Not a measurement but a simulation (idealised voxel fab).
The following is a process module called voxel trench capacitor.
The figure presents cross-section cut, which has a width of 200 nm and is divided into square cells with an edge length of 5 nm.
Throughout this document, each cross-section is represented as a grid of square cells and is presented as a sequence of bands enumerated from the top downward, where a band comprises one or more rows of cells. Heads up on the band format: heights come first, top then bottom, in nm. After that it's the materials left to right, each with its width in nm. A single material flagged "full width" fills the whole band edge to edge, and "blank" means there's empty space there. Height datum 0, below which the as-received substrate wafer is one material. Lowest band open at the bottom, running downward: "0 down". You'd read "30->40" like this: the band's top row of cells is as wide as the first number, its bottom row is as wide as the second, and going down, every row changes width by the same amount as the row before did. Take "remains unaltered" at face value: in the step it is given for, the cross-section changed in none of its cells. Heads up: "Completely enclosed voids" only lists the empty pockets with no open path to the top that are 8 cells or more, and it writes them as width x height at distance, distance from the left edge, in nm. If you see something after the settings on a step's line, that's the simulator's own remark about that step. overlay nm: step with mask; distance mask lay right of planned place; negative value = left of planned place.

# Steps in the process plan
1. RECEIVE with material Si
2. CONFORMAL_DEP with material SiN, thk nm 5
3. MASKED_ETCH with tone open, mask id TRENCH, width nm 15, pitch nm 45, etch materials SiN, depth nm 5, overlay nm 0
4. MASKED_ETCH with tone open, mask id TRENCH, width nm 15, pitch nm 45, etch materials Si, depth nm 40, overlay nm 0
5. CONFORMAL_DEP with material SiO2, thk nm 5
6. FILL_DEP with material polySi, thk nm 5
7. CMP with height nm 5

# Cross-section of the incoming wafer, state after step 1
	0 down  Si full width
	Completely enclosed voids: none

# Run as planned - first of the two wafers cross-sectioned at the end of the module
	5 to 0  SiN 45  SiO2 5  polySi 5  SiO2 5  SiN 30  SiO2 5  polySi 5  SiO2 5  SiN 30  SiO2 5  polySi 5  SiO2 5  SiN 50
	0 to -35  Si 45  SiO2 5  polySi 5  SiO2 5  Si 30  SiO2 5  polySi 5  SiO2 5  Si 30  SiO2 5  polySi 5  SiO2 5  Si 50
	-35 to -40  Si 45  SiO2 15  Si 30  SiO2 15  Si 30  SiO2 15  Si 50
	-40 down  Si full width
	Completely enclosed voids: none

# Module end: cross-section of wafer two of two. Same start and process plan as the first wafer. One mistake during execution
	5 to 0  SiN 55  SiO2 15  SiN 30  SiO2 15  SiN 30  SiO2 15  SiN 40
	0 to -40  Si 55  SiO2 5  Si 40  SiO2 5  Si 40  SiO2 5  Si 50
	-40 down  Si full width
	Completely enclosed voids: none
Deviation noted in wafer processing: step 3 did not use the planned setting and instead ran as MASKED_ETCH with tone open, mask id TRENCH, width nm 15, pitch nm 45, etch materials SiN, depth nm 5, overlay nm 10
Once processing is complete, comparing cell counts shows that the second wafer has more or fewer of certain materials than the first: +48 Si; -24 SiO2; -24 polySi
